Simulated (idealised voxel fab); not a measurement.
The name of this process module is voxel double patterning.
We display cut, a cross-section 160 nm in width whose square cells are each 5 nm.
Square cells in a grid make up a cross-section in this document, and the grid is given as bands, listed from the top down, each one or more rows of cells. In this notation a band is specified by the heights of its top and bottom, in that order and in nm, after which its materials appear from left to right, each paired with its width in nm. The word "all across" attached to a single material means that material fills the band from edge to edge; the word "blank" stands for empty space. The level at which height equals 0 is the one under which the wafer, as it arrives, is entirely one material. No lower edge exists for the bottom band, which continues downward and is notated as in "0 -> down". A width such as "30->40" changes by the same amount from each row of cells to the next, from the band's top row to its bottom row. Given "no change" for a step, no cell of the cross-section differs between before and after that step. "Sealed voids": sealed empty spaces, 8 cells or more, no open way to top, listed width x height at distance, with distance from the left edge and width, height and distance in nm. after a step's settings: what the simulator itself notes on the step. The "overlay nm" setting may appear on a step's line; for a step that uses a mask, it gives how far to the right of its planned position the mask lay, and a negative value indicates the left.
### The process steps that were planned are listed below
| 1 | RECEIVE | material Si |
| 2 | CONFORMAL_DEP | material SiO2 | thk nm 10 |
| 3 | DIRECTIONAL_DEP | material W | thk nm 10 |
| 4 | DIRECTIONAL_DEP | material SiCN | thk nm 5 |
| 5 | DIRECTIONAL_DEP | material aC | thk nm 15 |
| 6 | PATTERN | tone open | mask id FIRST | material resist | width nm 15 | pitch nm 50 | thk nm 30 | overlay nm 0 |
| 7 | DIRECTIONAL_ETCH | etch materials aC | depth nm 15 |
| 8 | STRIP | etch materials resist |
| 9 | DIRECTIONAL_ETCH | etch materials SiCN | depth nm 5 |
| 10 | STRIP | etch materials aC |
| 11 | DIRECTIONAL_DEP | material aC | thk nm 10 |
| 12 | PATTERN | tone open | mask id SECOND | material resist | width nm 15 | pitch nm 50 | thk nm 30 | overlay nm 0 |
| 13 | DIRECTIONAL_ETCH | etch materials aC | depth nm 10 |
| 14 | STRIP | etch materials resist |
| 15 | DIRECTIONAL_ETCH | etch materials SiCN | depth nm 5 |
| 16 | STRIP | etch materials aC |
| 17 | DIRECTIONAL_ETCH | etch materials W | depth nm 10 |
| 18 | STRIP | etch materials SiCN |
### Step 1 complete: cross-section of the wafer as received
0 -> down = Si all across
Sealed voids: none
### Below is the wafer in cross-section after the module was completed. It began from the starting point shown above and followed the plan shown above, except that one mistake was made while running it
20 -> 10 = 45 blank; 15 W; 35 blank; 15 W; 50 blank
10 -> 0 = SiO2 all across
0 -> down = Si all across
Sealed voids: none
Against the plan, the run slipped here: step 12 went in with a setting other than planned; the actual run was PATTERN | tone cover | mask id SECOND | material resist | width nm 15 | pitch nm 50 | thk nm 30 | overlay nm 0
